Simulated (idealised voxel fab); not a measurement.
This is a process module. Its name is voxel transistor to metal.
Section shown: cut. Width: 180 nm. Cell size: 5 nm, square.
Cross-section format: a grid of square cells, given as bands from top to bottom; each band is one or more rows of cells.
Look at the band entry: it leads with the top's height and the bottom's height in nm. Then it lists the materials left to right, with a width in nm for each. The word "all across" on a single material says that material fills the band edge to edge. The word "blank" is empty space.
Heads up on the height convention: 0 is the point under which the incoming wafer is all one material, and the lowest band has no bottom, it just keeps going down, like "0 down".
With a width like "30->40", each row of cells in the band differs from the next by the same amount, the top row carrying the first number and the bottom row the second.
"no change" means the step left every cell of the cross-section as it was.
Each empty space that has no open way to the top and spans at least 8 cells appears under "Sealed void inventory" as width x height at distance, the distance counted from the left edge, all in nm.
Note: text after step settings on the step line = simulator remark on that step.
overlay nm: where the mask lay relative to plan, measured to the right, on steps with a mask; negatives go left.
From here on the document is pairs. In a pair, the cross-section before one process step comes with the cross-section after it, and the latter goes no deeper than the lowest band that changed. What lies in between, the step and its settings, is written under the pair. A pair may be from a different run of this module on the same starting wafer than the pair above it, so it continues from that pair only where its entry headed "Pre-step cross-section" says so.
# Pre-step cross-section
- 90 to 85: SiCN all across
- 85 to 80: 50 nm Ru, 5 nm SiCN, 70 nm Ru, 5 nm SiCN, 50 nm Ru
- 80 to 65: 40 nm Cu, 5 nm TiN, 15 nm lowk, 5 nm TiN, 50 nm Cu, 5 nm TiN, 15 nm lowk, 5 nm TiN, 40 nm Cu
- 65 to 60: 45 nm TiN, 15 nm lowk, 60 nm TiN, 15 nm lowk, 45 nm TiN
- 60 to 55: SiCN all across
- 55 to 45: 45 nm SiO2, 5 nm TiN, 20 nm W, 5 nm TiN, 30 nm SiO2, 5 nm TiN, 20 nm W, 5 nm TiN, 45 nm SiO2
- 45 to 40: 45 nm SiO2, 5 nm TiN, 10 nm W, 15 nm TiN, 30 nm SiO2, 15 nm TiN, 10 nm W, 5 nm TiN, 45 nm SiO2
- 40 to 25: 45 nm SiO2, 5 nm TiN, 10 nm W, 5 nm TiN, 10 nm SiN, 5 nm SiO2, 20 nm SiCN, 5 nm SiO2, 10 nm SiN, 5 nm TiN, 10 nm W, 5 nm TiN, 45 nm SiO2
- 25 to 0: 45 nm SiO2, 5 nm TiN, 10 nm W, 5 nm TiN, 10 nm SiN, 5 nm SiO2, 20 nm polySi, 5 nm SiO2, 10 nm SiN, 5 nm TiN, 10 nm W, 5 nm TiN, 45 nm SiO2
- 0 to -5: 45 nm SiO2, 20 nm TiN, 10 nm SiN, 5 nm SiO2, 20 nm polySi, 5 nm SiO2, 10 nm SiN, 20 nm TiN, 45 nm SiO2
- -5 to -10: 35 nm SiO2, 30 nm SiGe, 50 nm SiO2, 30 nm SiGe, 35 nm SiO2
- -10 to -35: 40 nm SiO2, 100 nm Si, 40 nm SiO2
- -35 down: Si all across
- Sealed void inventory: none
# Sectional View, Post-Process
- 120 to 90: lowk all across
- At heights below 90, the structure remains unaltered.
- Sealed void inventory: none
Q: step between the cross-sections above? A: op DIRECTIONAL_DEP | material lowk | thk nm 30
Pre-step cross-section: see the after view in the pair directly above.
# Sectional View, Post-Process
- 120 to 105: 45 nm lowk, 15 nm blank, 60 nm lowk, 15 nm blank, 45 nm lowk
- At heights below 105, the structure remains unaltered.
- Sealed void inventory: none
Q: step between the cross-sections above? A: op MASKED_ETCH | tone open | mask id METAL_2 | width nm 15 | pitch nm 75 | etch materials lowk | depth nm 15 | overlay nm 0
Pre-step cross-section: see the after view in the pair directly above.
# Sectional View, Post-Process
- 140 to 120: 45 nm resist, 15 nm blank, 60 nm resist, 15 nm blank, 45 nm resist
- At heights below 120, the structure remains unaltered.
- Sealed void inventory: none
Q: step between the cross-sections above? A: op PATTERN | tone open | mask id METAL_2_HOLES | material resist | width nm 15 | pitch nm 75 | thk nm 20 | overlay nm 0
Pre-step cross-section: see the after view in the pair directly above.
# Sectional View, Post-Process
- 140 to 120: 45 nm resist, 15 nm blank, 60 nm resist, 15 nm blank, 45 nm resist
- 120 to 90: 45 nm lowk, 15 nm blank, 60 nm lowk, 15 nm blank, 45 nm lowk
- At heights below 90, the structure remains unaltered.
- Sealed void inventory: none
Q: step between the cross-sections above? A: op DIRECTIONAL_ETCH | etch materials lowk | depth nm 15
Pre-step cross-section: see the after view in the pair directly above.
# Sectional View, Post-Process
- 140 to 120: 45 nm resist, 15 nm blank, 60 nm resist, 15 nm blank, 45 nm resist
- 120 to 90: 45 nm lowk, 15 nm blank, 60 nm lowk, 15 nm blank, 45 nm lowk
- 90 to 85: 45 nm SiCN, 15 nm blank, 60 nm SiCN, 15 nm blank, 45 nm SiCN
- At heights below 85, the structure remains unaltered.
- Sealed void inventory: none
Q: step between the cross-sections above? A: op DIRECTIONAL_ETCH | etch materials SiCN | depth nm 5
Pre-step cross-section: see the after view in the pair directly above.
# Sectional View, Post-Process
- 120 to 90: 45 nm lowk, 15 nm blank, 60 nm lowk, 15 nm blank, 45 nm lowk
- At heights below 90, the structure remains unaltered.
- Sealed void inventory: none
Q: step between the cross-sections above? A: op STRIP | etch materials resist
Pre-step cross-section: see the after view in the pair directly above.
# Sectional View, Post-Process
- 125 to 120: 50 nm TiN, 5 nm blank, 70 nm TiN, 5 nm blank, 50 nm TiN
- 120 to 90: 45 nm lowk, 5 nm TiN, 5 nm blank, 5 nm TiN, 60 nm lowk, 5 nm TiN, 5 nm blank, 5 nm TiN, 45 nm lowk
- 90 to 85: 45 nm SiCN, 15 nm TiN, 60 nm SiCN, 15 nm TiN, 45 nm SiCN
- At heights below 85, the structure remains unaltered.
- Sealed void inventory: none
Q: step between the cross-sections above? A: op CONFORMAL_DEP | material TiN | thk nm 5
Pre-step cross-section: see the after view in the pair directly above.
# Sectional View, Post-Process
- 135 to 125: Cu all across
- 125 to 120: 50 nm TiN, 5 nm Cu, 70 nm TiN, 5 nm Cu, 50 nm TiN
- 120 to 90: 45 nm lowk, 5 nm TiN, 5 nm Cu, 5 nm TiN, 60 nm lowk, 5 nm TiN, 5 nm Cu, 5 nm TiN, 45 nm lowk
- At heights below 90, the structure remains unaltered.
- Sealed void inventory: none
Q: step between the cross-sections above? A: op FILL_DEP | material Cu | thk nm 10
Pre-step cross-section: see the after view in the pair directly above.
# Sectional View, Post-Process
- 120 to 90: 45 nm lowk, 5 nm TiN, 5 nm Cu, 5 nm TiN, 60 nm lowk, 5 nm TiN, 5 nm Cu, 5 nm TiN, 45 nm lowk
- At heights below 90, the structure remains unaltered.
- Sealed void inventory: none
Q: step between the cross-sections above? A: op CMP | height nm 120
Pre-step cross-section: see the after view in the pair directly above.
# Sectional View, Post-Process
- 125 to 120: SiCN all across
- At heights below 120, the structure remains unaltered.
- Sealed void inventory: none
Q: step between the cross-sections above? A: op CONFORMAL_DEP | material SiCN | thk nm 5
